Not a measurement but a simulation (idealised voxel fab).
Process module in this document: voxel ribs on slabs
For reference, the cross-section in this document is cut, with width 165 nm and square cells of 5 nm.
Cross-section, as written here: a square-cell grid given band by band from the top down, where a band holds one or more rows of cells.
Read a band's entry like this: the first values are the height of its top and the height of its bottom in nm, and what follows is the sequence of materials from left to right, each with its width in nm. Note that "empty" is empty space, and that a single material marked "all across" reaches across the band from edge to edge.
The level at which height equals 0 is the one under which the wafer, as it arrives, is entirely one material. No lower edge exists for the bottom band, which continues downward and is notated as in "from 0 down".
A width such as "30->40" changes by the same amount from each row of cells to the next, from the band's top row to its bottom row.
Basically "nothing was modified" means that step didn't change any cell in the cross-section.
In the "Closed void entries" entry, you get each enclosed empty space of 8 cells or more, one with no open way to the top, written width x height at distance, distance from the left edge, in nm.
Text after the settings on a step's line: the simulator's own remark on that step.
Regarding "overlay nm": on a step with a mask, it is the distance the mask lay to the right of its planned place; a negative value places it to the left.

Process steps - plan
1 RECEIVE [material Si]
2 DIRECTIONAL_DEP [material SiO2] [thk nm 20]
3 DIRECTIONAL_DEP [material SiN] [thk nm 20]
4 PATTERN [tone cover] [mask id RIB] [material resist] [width nm 30] [thk nm 15] [overlay nm 0]
5 DIRECTIONAL_ETCH [etch materials SiN] [depth nm 5]
6 STRIP [etch materials resist]
7 PATTERN [tone cover] [mask id SLAB] [material resist] [width nm 70] [thk nm 20] [overlay nm 0]
8 DIRECTIONAL_ETCH [etch materials SiN] [depth nm 15]
9 STRIP [etch materials resist]
10 FILL_DEP [material SiO2] [thk nm 25]
11 CMP [height nm 60]
12 DIRECTIONAL_DEP [material W] [thk nm 5]
13 PATTERN [tone cover] [mask id HEATER] [material resist] [width nm 40] [thk nm 15] [overlay nm 0]
14 DIRECTIONAL_ETCH [etch materials W] [depth nm 5]
15 STRIP [etch materials resist]
16 CONFORMAL_DEP [material SiN] [thk nm 5]

Cross-section of the wafer as it came to us, i.e., already through step 1
  from 0 down | Si all across
  Closed void entries: none

The plan above was carried out on the starting structure above with one mistake, and this cross-section shows the wafer at the end of the module
  from 65 to 60 | empty=60, W=40, empty=65
  from 60 to 40 | SiO2 all across
  from 40 to 35 | SiO2=65, SiN=30, SiO2=70
  from 35 to 20 | SiO2=45, SiN=70, SiO2=50
  from 20 to 0 | SiO2 all across
  from 0 down | Si all across
  Closed void entries: none
Which mistake was made when the wafer was run? step 16 of the plan never got run, it was skipped over
